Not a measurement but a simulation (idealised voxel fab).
Process module heading - voxel trench capacitor
The figure presents cross-section cut, which has a width of 230 nm and is divided into square cells with an edge length of 5 nm.
A cross-section is a grid of square cells, given in bands from the top down. A band is one or more rows of cells.
Top, bottom (nm), then materials left to right with widths (nm); lone material tagged "edge to edge" fills the whole band edge to edge; "air" = empty space.
Convention: height 0 is the level below which the wafer, as received, is all one material. The lowest band does not terminate at the bottom but continues downward, represented as "0 -> down".
Per-row width for "30->40": begins at first number (top row of band), ends at second number (bottom row), increment between rows held constant.
When a step is marked "remains unaltered", none of the cells in the cross-section changed during that step.
"Fully sealed voids" lists enclosed empty spaces (at least 8 cells, no open path upward to the top), each as width x height at distance from the left edge, in nm.
On a step's line, text after the settings is the simulator commenting on that step.
The "overlay nm" setting may appear on a step's line; for a step that uses a mask, it gives how far to the right of its planned position the mask lay, and a negative value indicates the left.

# The process steps that were planned are listed below
1 RECEIVE: material Si
2 CONFORMAL_DEP: material SiN, thk nm 10
3 MASKED_ETCH: tone open, mask id TRENCH, width nm 20, pitch nm 45, etch materials SiN, depth nm 10, overlay nm 0
4 MASKED_ETCH: tone open, mask id TRENCH, width nm 20, pitch nm 45, etch materials Si, depth nm 25, overlay nm 0
5 CONFORMAL_DEP: material SiO2, thk nm 5
6 FILL_DEP: material polySi, thk nm 10
7 CMP: height nm 10

# Cross-sectional view of the wafer in its as-received condition, corresponding to the state after step 1
- 0 -> down = Si edge to edge
- Fully sealed voids: none

# Cross-sectional image of the first of two wafers at the end of the module, the run having proceeded as planned
- 10 -> 0 = SiN 60 nm / SiO2 5 nm / polySi 10 nm / SiO2 5 nm / SiN 25 nm / SiO2 5 nm / polySi 10 nm / SiO2 5 nm / SiN 25 nm / SiO2 5 nm / polySi 10 nm / SiO2 5 nm / SiN 60 nm
- 0 -> -20 = Si 60 nm / SiO2 5 nm / polySi 10 nm / SiO2 5 nm / Si 25 nm / SiO2 5 nm / polySi 10 nm / SiO2 5 nm / Si 25 nm / SiO2 5 nm / polySi 10 nm / SiO2 5 nm / Si 60 nm
- -20 -> -25 = Si 60 nm / SiO2 20 nm / Si 25 nm / SiO2 20 nm / Si 25 nm / SiO2 20 nm / Si 60 nm
- -25 -> down = Si edge to edge
- Fully sealed voids: none

# Here is the second of the two wafers cut open at the end of the module - same start, same plan as the first one, but we made one mistake running it
- 25 -> 15 = polySi edge to edge
- 15 -> 10 = SiO2 65 nm / polySi 10 nm / SiO2 35 nm / polySi 10 nm / SiO2 35 nm / polySi 10 nm / SiO2 65 nm
- 10 -> 0 = SiN 60 nm / SiO2 5 nm / polySi 10 nm / SiO2 5 nm / SiN 25 nm / SiO2 5 nm / polySi 10 nm / SiO2 5 nm / SiN 25 nm / SiO2 5 nm / polySi 10 nm / SiO2 5 nm / SiN 60 nm
- 0 -> -20 = Si 60 nm / SiO2 5 nm / polySi 10 nm / SiO2 5 nm / Si 25 nm / SiO2 5 nm / polySi 10 nm / SiO2 5 nm / Si 25 nm / SiO2 5 nm / polySi 10 nm / SiO2 5 nm / Si 60 nm
- -20 -> -25 = Si 60 nm / SiO2 20 nm / Si 25 nm / SiO2 20 nm / Si 25 nm / SiO2 20 nm / Si 60 nm
- -25 -> down = Si edge to edge
- Fully sealed voids: none
So what did we get wrong on this run? yeah, step 7 of the plan got skipped, never ran
Per the end-of-run cell counts, the second wafer holds more or fewer of some materials than the first: 40 more of SiO2 | 98 more of polySi
